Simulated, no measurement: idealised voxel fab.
Process module heading - voxel tone inversion
cross-section cut | 220 nm wide | cells 5 nm
Cross-section = grid of square cells, listed top down in bands; band = one or more rows. First you get the band's top height and its bottom height, in nm, and then the materials it's made of, left to right, with each width in nm. If you see a single material with "everywhere", that one covers the band edge to edge. "blank" is empty space. Heights are measured from 0, the level below which the as-received wafer is all one material; the lowest band has no bottom and continues downward, written as in "0 down". When a width is written as two numbers, as in "30->40", the first number is the width in the top row of cells of the band and the second is the width in its bottom row, and the width changes by the same amount from each row to the next. The cross-section has no changed cell in any step marked "nothing altered". "Cavities, sealed" lists enclosed empty spaces (at least 8 cells, no open path upward to the top), each as width x height at distance from the left edge, in nm. It should be noted that, on the line of a given step, the content following the step's settings is a remark produced by the simulator itself with respect to that step. What "overlay nm" on a step's line means: if the step has a mask, that mask lay this far to the right of its planned place, or, when the value is negative, to the left.

# The planned process steps are enumerated hereunder
step 1: RECEIVE with material Si
step 2: CONFORMAL_DEP with material SiN, thk nm 5
step 3: DIRECTIONAL_DEP with material polySi, thk nm 15
step 4: PATTERN with tone cover, mask id POSTS, material resist, width nm 20, pitch nm 40, thk nm 25, overlay nm 0
step 5: DIRECTIONAL_ETCH with etch materials polySi, depth nm 15
step 6: STRIP with etch materials resist
step 7: FILL_DEP with material lowk, thk nm 10
step 8: CMP with height nm 20
step 9: STRIP with etch materials polySi

# Cross-section of the wafer at receipt, which is the condition after step 1
0 down  Si everywhere
Cavities, sealed: none

# First of two wafers, end-of-module section, run followed plan
20 to 5  lowk 60 nm; blank 20 nm; lowk 20 nm; blank 20 nm; lowk 20 nm; blank 20 nm; lowk 60 nm
5 to 0  SiN everywhere
0 down  Si everywhere
Cavities, sealed: none

# Wafer two (of two), end-of-module cross-section: start = wafer one, plan = wafer one, one run mistake
20 to 5  blank 60 nm; lowk 20 nm; blank 20 nm; lowk 20 nm; blank 20 nm; lowk 20 nm; blank 60 nm
5 to 0  SiN everywhere
0 down  Si everywhere
Cavities, sealed: none
Error vs. plan: so step 4 ended up running with a different setting than we planned, it ran as PATTERN with tone open, mask id POSTS, material resist, width nm 20, pitch nm 40, thk nm 25, overlay nm 0
End check, counted in cells, second wafer has more or fewer of these materials than the first: lowk -60
